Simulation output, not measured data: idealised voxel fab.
The following process module bears the name voxel wiring stack.
Section shown: cut. Width: 140 nm. Cell size: 5 nm, square.
In this document a cross-section is written as a grid of square cells. It is given as a series of bands, listed from the top down, and a band is one or more rows of cells.
Each band's line starts with the height of the band's top and of its bottom, in nm. Then come its materials from left to right, each with its width in nm. One material with "everywhere" fills the band from edge to edge. "air" is empty space.
Heights are measured from 0, the level below which the as-received wafer is all one material; the lowest band has no bottom and continues downward, written as in "0 -> down".
A two-number width, for instance "30 to 40", indicates that the width is equal to the first number in the top row of the band and to the second number in the bottom row, and that it changes by a constant amount per row of cells.
"no change occurred" means the step left every cell of the cross-section as it was.
Heads up: "Completely sealed voids" only lists the empty pockets with no open path to the top that are 8 cells or more, and it writes them as width x height at distance, distance from the left edge, in nm.
Past the settings on a step's line: simulator remark, on that step.
Among the settings permitted on a step's line is "overlay nm"; applied to a step with a mask, it specifies the extent to which the mask lay to the right of its planned position, whereas a negative figure signifies a position to the left.

## Below is the list of planned process steps
1. RECEIVE [material Si]
2. CONFORMAL_DEP [material SiO2] [thk nm 10]
3. DIRECTIONAL_DEP [material TiN] [thk nm 5]
4. DIRECTIONAL_DEP [material W] [thk nm 20]
5. PATTERN [tone cover] [mask id METAL_1] [material resist] [width nm 25] [pitch nm 55] [thk nm 15] [overlay nm 0]
6. DIRECTIONAL_ETCH [etch materials W] [depth nm 20]
7. DIRECTIONAL_ETCH [etch materials TiN] [depth nm 5]
8. STRIP [etch materials resist]
9. CONFORMAL_DEP [material SiCN] [thk nm 5]
10. FILL_DEP [material lowk] [thk nm 5]
11. CMP [height nm 35]
12. CONFORMAL_DEP [material SiCN] [thk nm 5]
13. DIRECTIONAL_DEP [material lowk] [thk nm 20]
14. PATTERN [tone open] [mask id PLUG_1] [material resist] [width nm 15] [pitch nm 55] [thk nm 15] [overlay nm -15]
15. DIRECTIONAL_ETCH [etch materials lowk] [depth nm 20]
16. DIRECTIONAL_ETCH [etch materials SiCN] [depth nm 5]
17. STRIP [etch materials resist]
18. CONFORMAL_DEP [material TiN] [thk nm 5]
19. FILL_DEP [material Cu] [thk nm 5]
20. CMP [height nm 60]
21. DIRECTIONAL_DEP [material TiN] [thk nm 5]
22. DIRECTIONAL_DEP [material Ru] [thk nm 20]
23. PATTERN [tone cover] [mask id METAL_2] [material resist] [width nm 25] [pitch nm 55] [thk nm 20] [overlay nm 0]
24. DIRECTIONAL_ETCH [etch materials Ru] [depth nm 20]
25. DIRECTIONAL_ETCH [etch materials TiN] [depth nm 5]
26. STRIP [etch materials resist]
27. CONFORMAL_DEP [material SiCN] [thk nm 5]
28. FILL_DEP [material SiO2] [thk nm 10]
29. CMP [height nm 85]
30. CONFORMAL_DEP [material SiCN] [thk nm 5]
31. DIRECTIONAL_DEP [material lowk] [thk nm 35]
32. DIRECTIONAL_DEP [material aC] [thk nm 10]
33. PATTERN [tone open] [mask id METAL_3_HOLES] [material resist] [width nm 15] [thk nm 25] [overlay nm 0]
34. DIRECTIONAL_ETCH [etch materials aC] [depth nm 10]
35. STRIP [etch materials resist]
36. DIRECTIONAL_ETCH [etch materials lowk] [depth nm 35]
37. STRIP [etch materials aC]
38. PATTERN [tone open] [mask id METAL_3] [material resist] [width nm 25] [pitch nm 55] [thk nm 15] [overlay nm 0]
39. DIRECTIONAL_ETCH [etch materials lowk] [depth nm 20]
40. DIRECTIONAL_ETCH [etch materials SiCN] [depth nm 5]
41. STRIP [etch materials resist]
42. CONFORMAL_DEP [material TiN] [thk nm 5]
43. FILL_DEP [material Cu] [thk nm 10]
44. CMP [height nm 125]
45. CONFORMAL_DEP [material SiCN] [thk nm 5]
Quick note for whoever runs this: the wafers start identical, but the overlay nm at step 14 isn't the same across them. The plan just shows what the first wafer had.

## Incoming state of the first of several wafers in cross-section: after step 1
- 0 -> down  Si everywhere
- Completely sealed voids: none

## Per wafer (row), end of module: delta in cells per material since receipt, (+) for gained, (-) for lost; closed voids after that
overlay nm -15, +30 Cu, +40 Ru, +143 SiCN, +112 SiO2, +72 TiN, +40 W, +291 lowk, Completely sealed voids: none
overlay nm -10, +30 Cu, +40 Ru, +143 SiCN, +112 SiO2, +72 TiN, +40 W, +291 lowk, Completely sealed voids: none
overlay nm -5, +30 Cu, +40 Ru, +143 SiCN, +112 SiO2, +72 TiN, +40 W, +291 lowk, Completely sealed voids: none
overlay nm 0, +30 Cu, +40 Ru, +143 SiCN, +112 SiO2, +72 TiN, +40 W, +291 lowk, Completely sealed voids: none
overlay nm 5, +30 Cu, +40 Ru, +143 SiCN, +112 SiO2, +72 TiN, +40 W, +291 lowk, Completely sealed voids: none
overlay nm 10, +30 Cu, +40 Ru, +143 SiCN, +112 SiO2, +72 TiN, +40 W, +291 lowk, Completely sealed voids: none
overlay nm 15, +30 Cu, +40 Ru, +143 SiCN, +112 SiO2, +72 TiN, +40 W, +291 lowk, Completely sealed voids: none
